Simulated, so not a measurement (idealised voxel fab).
process module | voxel capacitor over wiring
cross-section cut | 275 nm wide | cells 5 nm
A cross-section is a grid of square cells, given in bands from the top down. A band is one or more rows of cells.
Each band's line starts with the height of the band's top and of its bottom, in nm. Then come its materials from left to right, each with its width in nm. One material with "throughout" fills the band from edge to edge. "air" is empty space.
Height 0 is the level under which the wafer as received is all one material. The lowest band goes on downwards, as in "0 down".
A width such as "30 to 40" changes by the same amount from each row of cells to the next, from the band's top row to its bottom row.
"no change" after a step means that no cell of the cross-section changed.
closed voids: empty space of 8 cells or more with no open way to the top, each as width x height at its distance from the left edge, in nm
after a step's settings: what the simulator itself notes on the step
overlay nm, on a step with a mask: how far to the right of its planned place the mask lay; to the left if negative
plan
1 op RECEIVE | material Si
2 op CONFORMAL_DEP | material SiO2 | thk nm 10
3 op CONFORMAL_DEP | material SiCN | thk nm 5
4 op DIRECTIONAL_DEP | material lowk | thk nm 20
5 op DIRECTIONAL_DEP | material aC | thk nm 15
6 op PATTERN | tone open | mask id METAL_1 | material resist | width nm 20 | pitch nm 75 | thk nm 30 | overlay nm 0
7 op DIRECTIONAL_ETCH | etch materials aC | depth nm 15
8 op STRIP | etch materials resist
9 op DIRECTIONAL_ETCH | etch materials lowk | depth nm 20
10 op DIRECTIONAL_ETCH | etch materials SiCN | depth nm 5
11 op STRIP | etch materials aC
12 op CONFORMAL_DEP | material TiN | thk nm 5
13 op FILL_DEP | material Cu | thk nm 10
14 op CMP | height nm 35
15 op CONFORMAL_DEP | material SiCN | thk nm 5
16 op DIRECTIONAL_DEP | material SiO2 | thk nm 10
17 op DIRECTIONAL_DEP | material aC | thk nm 10
18 op PATTERN | tone open | mask id PLUG_1 | material resist | width nm 15 | thk nm 25 | overlay nm 0
19 op DIRECTIONAL_ETCH | etch materials aC | depth nm 10
20 op STRIP | etch materials resist
21 op DIRECTIONAL_ETCH | etch materials SiO2 | depth nm 10
22 op DIRECTIONAL_ETCH | etch materials SiCN | depth nm 5
23 op STRIP | etch materials aC
24 op EPI | material Ru | thk nm 10
25 op EPI | material Ru | thk nm 5
26 op DIRECTIONAL_DEP | material TiN | thk nm 10
27 op DIRECTIONAL_DEP | material SiN | thk nm 5
28 op DIRECTIONAL_DEP | material TiN | thk nm 5
29 op PATTERN | tone cover | mask id UPPER_PLATE | material resist | width nm 60 | thk nm 20 | overlay nm 0
30 op DIRECTIONAL_ETCH | etch materials TiN | depth nm 5
31 op DIRECTIONAL_ETCH | etch materials SiN | depth nm 5
32 op STRIP | etch materials resist
33 op MASKED_ETCH | tone cover | mask id LOWER_PLATE | width nm 70 | etch materials TiN | depth nm 10 | overlay nm 0
34 op FILL_DEP | material SiO2 | thk nm 15
35 op CMP | height nm 80
36 op MASKED_ETCH | tone open | mask id PLUG_2 | width nm 15 | etch materials SiO2 | depth nm 10 | overlay nm 0
37 op CONFORMAL_DEP | material TiN | thk nm 5
38 op FILL_DEP | material W | thk nm 10
39 op CMP | height nm 80
40 op CONFORMAL_DEP | material SiCN | thk nm 5
as received, after step 1
  0 down: Si throughout
  closed voids: none
first wafer at the end, as planned
  85 to 80: SiCN throughout
  80 to 75: SiO2 105 | TiN 5 | W 5 | TiN 5 | SiO2 155
  75 to 65: SiO2 105 to 95 | TiN 15 to 60 | SiO2 155 to 120
  65 to 60: SiO2 95 | SiN 60 | SiO2 120
  60 to 50: SiO2 90 | TiN 70 | SiO2 115
  50 to 40: SiO2 95 | Ru 15 | SiO2 165
  40 to 35: SiCN 95 | Ru 15 | SiCN 165
  35 to 15: lowk 90 | TiN 5 | Cu 10 | TiN 5 | lowk 55 | TiN 5 | Cu 10 | TiN 5 | lowk 90
  15 to 10: SiCN 90 | TiN 20 | SiCN 55 | TiN 20 | SiCN 90
  10 to 0: SiO2 throughout
  0 down: Si throughout
  closed voids: none
second wafer at the end: like start, like plan, one mistake
  85 to 80: SiCN throughout
  80 to 75: SiO2 95 | TiN 25 | SiO2 155
  75 to 70: SiO2 95 | SiN 25 | SiO2 155
  70 to 65: SiO2 90 | TiN 65 | SiO2 120
  65 to 60: SiO2 90 | TiN 30 | SiN 35 | SiO2 120
  60 to 50: SiO2 85 | Ru 35 | TiN 40 | SiO2 115
  50 to 40: SiO2 95 | Ru 15 | SiO2 165
  40 to 35: SiCN 95 | Ru 15 | SiCN 165
  35 to 15: lowk 90 | TiN 5 | Cu 10 | TiN 5 | lowk 55 | TiN 5 | Cu 10 | TiN 5 | lowk 90
  15 to 10: SiCN 90 | TiN 20 | SiCN 55 | TiN 20 | SiCN 90
  10 to 0: SiO2 throughout
  0 down: Si throughout
  closed voids: none
what went wrong: step 24 was run twice
at the end the second wafer has, in cells: 14 more of Ru | 8 fewer of SiO2 | 5 fewer of TiN | 1 fewer of W
